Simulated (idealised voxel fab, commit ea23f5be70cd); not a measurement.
process module | voxel gate over fins
cross-section cut | 190 nm wide | cells 5 nm
A cross-section is a grid of square cells, given in bands from the top down. A band is one or more rows of cells.
Each band's line starts with the height of the band's top and of its bottom, in nm. Then come its materials from left to right, each with its width in nm. One material with "throughout" fills the band from edge to edge. "air" is empty space.
Height 0 is the level under which the wafer as received is all one material. The lowest band goes on downwards, as in "0 down".
A width such as "30 to 40" changes by the same amount from each row of cells to the next, from the band's top row to its bottom row.
"no change" after a step means that no cell of the cross-section changed.
closed voids: empty space of 8 cells or more with no open way to the top, each as width x height at its distance from the left edge, in nm
after a step's settings: what the simulator itself notes on the step
overlay nm, on a step with a mask: how far to the right of its planned place the mask lay; to the left if negative
plan
1 op RECEIVE | material Si
2 op CONFORMAL_DEP | material SiN | thk nm 5
3 op DIRECTIONAL_DEP | material aC | thk nm 15
4 op PATTERN | tone cover | mask id FINS | material resist | width nm 15 | pitch nm 40 | thk nm 30 | overlay nm 0
5 op DIRECTIONAL_ETCH | etch materials aC | depth nm 15
6 op STRIP | etch materials resist
7 op DIRECTIONAL_ETCH | etch materials SiN | depth nm 5
8 op DIRECTIONAL_ETCH | etch materials Si | depth nm 35
9 op STRIP | etch materials aC
10 op FILL_DEP | material SiO2 | thk nm 15
11 op CMP | height nm 5
12 op SELECTIVE_ETCH | etch materials SiO2 | depth nm 15
13 op STRIP | etch materials SiN
14 op CONFORMAL_DEP | material HfO2 | thk nm 5
15 op CONFORMAL_DEP | material TiN | thk nm 5
16 op FILL_DEP | material W | thk nm 15
17 op CMP | height nm 20
18 op CONFORMAL_DEP | material SiN | thk nm 10
first wafer, as planned
as received, after step 1
  0 down: Si throughout
  closed voids: none
after step 2
  5 to 0: SiN throughout
  below 0: unchanged
after step 3
  20 to 5: aC throughout
  below 5: unchanged
after step 4
  50 to 20: air 65 | resist 15 | air 25 | resist 15 | air 70
  below 20: unchanged
after step 5
  35 to 20: air 65 | resist 15 | air 25 | resist 15 | air 70
  20 to 5: air 65 | aC 15 | air 25 | aC 15 | air 70
  below 5: unchanged
after step 6
  20 to 5: air 65 | aC 15 | air 25 | aC 15 | air 70
  below 5: unchanged
after step 7
  20 to 5: air 65 | aC 15 | air 25 | aC 15 | air 70
  5 to 0: air 65 | SiN 15 | air 25 | SiN 15 | air 70
  below 0: unchanged
after step 8
  20 to 5: air 65 | aC 15 | air 25 | aC 15 | air 70
  5 to 0: air 65 | SiN 15 | air 25 | SiN 15 | air 70
  0 to -35: air 65 | Si 15 | air 25 | Si 15 | air 70
  below -35: unchanged
after step 9
  5 to 0: air 65 | SiN 15 | air 25 | SiN 15 | air 70
  below 0: unchanged
after step 10
  20 to 5: SiO2 throughout
  5 to 0: SiO2 65 | SiN 15 | SiO2 25 | SiN 15 | SiO2 70
  0 to -35: SiO2 65 | Si 15 | SiO2 25 | Si 15 | SiO2 70
  below -35: unchanged
after step 11
  5 to 0: SiO2 65 | SiN 15 | SiO2 25 | SiN 15 | SiO2 70
  below 0: unchanged
after step 12
  5 to 0: air 65 | SiN 15 | air 25 | SiN 15 | air 70
  0 to -10: air 65 | Si 15 | air 25 | Si 15 | air 70
  below -10: unchanged
after step 13
  0 to -10: air 65 | Si 15 | air 25 | Si 15 | air 70
  below -10: unchanged
after step 14
  5 to 0: air 60 | HfO2 25 | air 15 | HfO2 25 | air 65
  0 to -5: air 60 | HfO2 5 | Si 15 | HfO2 5 | air 15 | HfO2 5 | Si 15 | HfO2 5 | air 65
  -5 to -10: HfO2 65 | Si 15 | HfO2 25 | Si 15 | HfO2 70
  below -10: unchanged
after step 15
  10 to 5: air 55 | TiN 35 | air 5 | TiN 35 | air 60
  5 to 0: air 55 | TiN 5 | HfO2 25 | TiN 5 | air 5 | TiN 5 | HfO2 25 | TiN 5 | air 60
  0 to -5: TiN 60 | HfO2 5 | Si 15 | HfO2 5 | TiN 15 | HfO2 5 | Si 15 | HfO2 5 | TiN 65
  below -5: unchanged
after step 16
  25 to 10: W throughout
  10 to 5: W 55 | TiN 35 | W 5 | TiN 35 | W 60
  5 to 0: W 55 | TiN 5 | HfO2 25 | TiN 5 | W 5 | TiN 5 | HfO2 25 | TiN 5 | W 60
  below 0: unchanged
after step 17
  20 to 10: W throughout
  below 10: unchanged
after step 18
  30 to 20: SiN throughout
  below 20: unchanged
second wafer: like start, like plan, one mistake. Through step 3 it matches the first wafer
when step 4 should have ended
  50 to 20: resist 65 | air 15 | resist 25 | air 15 | resist 70
  below 20: unchanged
when step 5 should have ended
  35 to 20: resist 65 | air 15 | resist 25 | air 15 | resist 70
  20 to 5: aC 65 | air 15 | aC 25 | air 15 | aC 70
  below 5: unchanged
when step 6 should have ended
  20 to 5: aC 65 | air 15 | aC 25 | air 15 | aC 70
  below 5: unchanged
when step 7 should have ended
  20 to 5: aC 65 | air 15 | aC 25 | air 15 | aC 70
  5 to 0: SiN 65 | air 15 | SiN 25 | air 15 | SiN 70
  below 0: unchanged
when step 8 should have ended
  20 to 5: aC 65 | air 15 | aC 25 | air 15 | aC 70
  5 to 0: SiN 65 | air 15 | SiN 25 | air 15 | SiN 70
  0 to -35: Si 65 | air 15 | Si 25 | air 15 | Si 70
  below -35: unchanged
when step 9 should have ended
  5 to 0: SiN 65 | air 15 | SiN 25 | air 15 | SiN 70
  below 0: unchanged
when step 10 should have ended
  20 to 5: SiO2 throughout
  5 to 0: SiN 65 | SiO2 15 | SiN 25 | SiO2 15 | SiN 70
  0 to -35: Si 65 | SiO2 15 | Si 25 | SiO2 15 | Si 70
  below -35: unchanged
when step 11 should have ended
  5 to 0: SiN 65 | SiO2 15 | SiN 25 | SiO2 15 | SiN 70
  below 0: unchanged
when step 12 should have ended
  5 to 0: SiN 65 | air 15 | SiN 25 | air 15 | SiN 70
  0 to -10: Si 65 | air 15 | Si 25 | air 15 | Si 70
  below -10: unchanged
when step 13 should have ended
  0 to -10: Si 65 | air 15 | Si 25 | air 15 | Si 70
  below -10: unchanged
when step 14 should have ended
  5 to 0: HfO2 70 | air 5 | HfO2 35 | air 5 | HfO2 75
  0 to -5: Si 65 | HfO2 5 | air 5 | HfO2 5 | Si 25 | HfO2 5 | air 5 | HfO2 5 | Si 70
  -5 to -10: Si 65 | HfO2 15 | Si 25 | HfO2 15 | Si 70
  below -10: unchanged
when step 15 should have ended
  10 to 5: TiN throughout
  5 to 0: HfO2 70 | TiN 5 | HfO2 35 | TiN 5 | HfO2 75
  0 to -5: Si 65 | HfO2 5 | TiN 5 | HfO2 5 | Si 25 | HfO2 5 | TiN 5 | HfO2 5 | Si 70
  below -5: unchanged
when step 16 should have ended
  25 to 10: W throughout
  below 10: unchanged
when step 17 should have ended
  20 to 10: W throughout
  below 10: unchanged
when step 18 should have ended
  30 to 20: SiN throughout
  below 20: unchanged
what went wrong: step 4 ran as: op PATTERN | tone open | mask id FINS | material resist | width nm 15 | pitch nm 40 | thk nm 30 | overlay nm 0
at the end the second wafer has, in cells: 182 more of Si | 130 fewer of SiO2 | 4 fewer of TiN | 48 fewer of W
